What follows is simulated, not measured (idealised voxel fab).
You're looking at the process module voxel spacer lines.
cross-section cut | 195 nm wide | cells 5 nm
Heads up, the way a cross-section reads in here is a grid of square cells, handed over as bands from the top down, with every band being one or more rows of cells.
It is stipulated that each band's entry specify, in nanometres, the height of the top of the band and then that of its bottom, followed by the materials of the band in left-to-right sequence, each together with its width in nanometres. A single material marked by the word "everywhere" is understood to fill the band from edge to edge; the word "air" is understood to denote empty space.
A quick word on heights: they are counted from 0, and under that level the wafer as it came to us is one material throughout. The lowest band is different from the rest in having no bottom; it simply continues downward, written as in "0 nm and below".
The two numbers in a width such as "30 to 40" mark its ends across the band: the first belongs to the top row of cells, the second to the bottom row, and from each row to the next the width moves by the same amount.
"identical to before" means the step left every cell of the cross-section as it was.
Look at "Sealed internal voids" for the closed voids: empty spaces with no open path to the top, sized 8 cells or up. Each is width x height at distance, distance from the left edge, all nm.
Anything after a step's settings on that line? It's the simulator's own note about the step.
overlay nm: on a step with a mask, how far right of its planned place the mask lay; negative means left.

## Process steps - plan
1) RECEIVE,material Si
2) CONFORMAL_DEP,material Al2O3,thk nm 10
3) DIRECTIONAL_DEP,material polySi,thk nm 5
4) DIRECTIONAL_DEP,material aC,thk nm 25
5) PATTERN,tone cover,mask id MANDREL,material resist,width nm 15,pitch nm 50,thk nm 35,overlay nm 0
6) DIRECTIONAL_ETCH,etch materials aC,depth nm 25
7) STRIP,etch materials resist
8) CONFORMAL_DEP,material SiO2,thk nm 10
9) DIRECTIONAL_ETCH,etch materials SiO2,depth nm 10
10) STRIP,etch materials aC
11) DIRECTIONAL_ETCH,etch materials polySi,depth nm 10
12) STRIP,etch materials SiO2
The wafers are alike at the start. At step 3, their thk nm differs. The plan lists the first wafer's value.

## Cross-section of the first incoming wafer of several, state after step 1
- 0 nm and below = Si everywhere
- Sealed internal voids: none

## Cross-section after step 12, the final step of the module, for the first of several wafers
- 15 nm to 10 nm = air (30); polySi (10); air (15); polySi (10); air (15); polySi (10); air (15); polySi (10); air (15); polySi (10); air (15); polySi (10); air (30)
- 10 nm to 0 nm = Al2O3 everywhere
- 0 nm and below = Si everywhere
- Sealed internal voids: none

## The last wafer as seen in cross-section at the end of the module
- 35 nm to 25 nm = air (30); polySi (10); air (15); polySi (10); air (15); polySi (10); air (15); polySi (10); air (15); polySi (10); air (15); polySi (10); air (30)
- 25 nm to 10 nm = polySi everywhere
- 10 nm to 0 nm = Al2O3 everywhere
- 0 nm and below = Si everywhere
- Sealed internal voids: none

## So in this table every wafer gets its own row, and what you see is where it stands at the end of the module: for each material, how many cells it picked up (+) or gave up (-) since we received it, and after that its closed voids
thk nm 5; +78 Al2O3; +12 polySi; Sealed internal voids: none
thk nm 10; +78 Al2O3; +24 polySi; Sealed internal voids: none
thk nm 15; +78 Al2O3; +63 polySi; Sealed internal voids: none
thk nm 20; +78 Al2O3; +102 polySi; Sealed internal voids: none
thk nm 25; +78 Al2O3; +141 polySi; Sealed internal voids: none
